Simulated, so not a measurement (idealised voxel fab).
voxel fin reveal: a process module
Pictured: cross-section cut, 200 nm wide, on a grid of 5 nm square cells.
In what follows, cross-sections appear as grids of square cells, described through bands that run from the top down, where every band is one or more rows of cells. Heights first: top, then bottom, in nm. Then materials, left to right, each with a width in nm. "edge to edge" on a single material: fills the band edge to edge. "blank": empty space. Beneath 0, the wafer as received is one material, and that level is where height counting begins. The lowest band goes on downward without a bottom; it is written like "0 down". Per-row width for "30..40": begins at first number (top row of band), ends at second number (bottom row), increment between rows held constant. A step reported as "remained unchanged" is a step in which no cell of the cross-section changed. Basically, "Enclosed void catalog" tells you about the enclosed voids: empty spaces with no open way to the top, 8 cells or bigger, each written width x height at distance, where distance is from the left edge, all in nm. Where a step's line continues beyond its settings, the continuation is a remark by the simulator itself on that step. overlay nm: mask right of planned place by this much (step with mask). Neg. = left.
The following list gives the planned process steps:
1,op RECEIVE | material Si
2,op CONFORMAL_DEP | material SiN | thk nm 5
3,op DIRECTIONAL_DEP | material aC | thk nm 10
4,op PATTERN | tone cover | mask id FINS | material resist | width nm 15 | pitch nm 35 | thk nm 30 | overlay nm 0
5,op DIRECTIONAL_ETCH | etch materials aC | depth nm 10
6,op STRIP | etch materials resist
7,op DIRECTIONAL_ETCH | etch materials SiN | depth nm 5
8,op DIRECTIONAL_ETCH | etch materials Si | depth nm 35
9,op STRIP | etch materials aC
10,op OXIDIZE | depth nm 5
11,op FILL_DEP | material SiO2 | thk nm 5
12,op CMP | height nm 5
13,op SELECTIVE_ETCH | etch materials SiO2 | depth nm 20
14,op STRIP | etch materials SiN
Here's what the wafer looked like in cross-section when it arrived - that's after step 1:
* 0 down  Si edge to edge
* Enclosed void catalog: none
Cross-section taken at module completion on the first of two wafers; processed per the plan:
* 0 to -15  45 nm blank  5 nm Si  30 nm blank  5 nm Si  30 nm blank  5 nm Si  30 nm blank  5 nm Si  45 nm blank
* -15 to -40  45 nm SiO2  5 nm Si  30 nm SiO2  5 nm Si  30 nm SiO2  5 nm Si  30 nm SiO2  5 nm Si  45 nm SiO2
* -40 down  Si edge to edge
* Enclosed void catalog: none
This is the second of the two wafers, cross-sectioned at the end of the module; it started exactly like the first and was given the same plan, but it was run with one mistake:
* 0 to -15  35 nm blank  5 nm Si  30 nm blank  5 nm Si  30 nm blank  5 nm Si  30 nm blank  5 nm Si  55 nm blank
* -15 to -40  35 nm SiO2  5 nm Si  30 nm SiO2  5 nm Si  30 nm SiO2  5 nm Si  30 nm SiO2  5 nm Si  55 nm SiO2
* -40 down  Si edge to edge
* Enclosed void catalog: none
Finding, execution versus plan: step 4 was processed under conditions differing from the plan, specifically as op PATTERN | tone cover | mask id FINS | material resist | width nm 15 | pitch nm 35 | thk nm 30 | overlay nm -10
Cell counts per material: same on both final wafers. Positions: different.
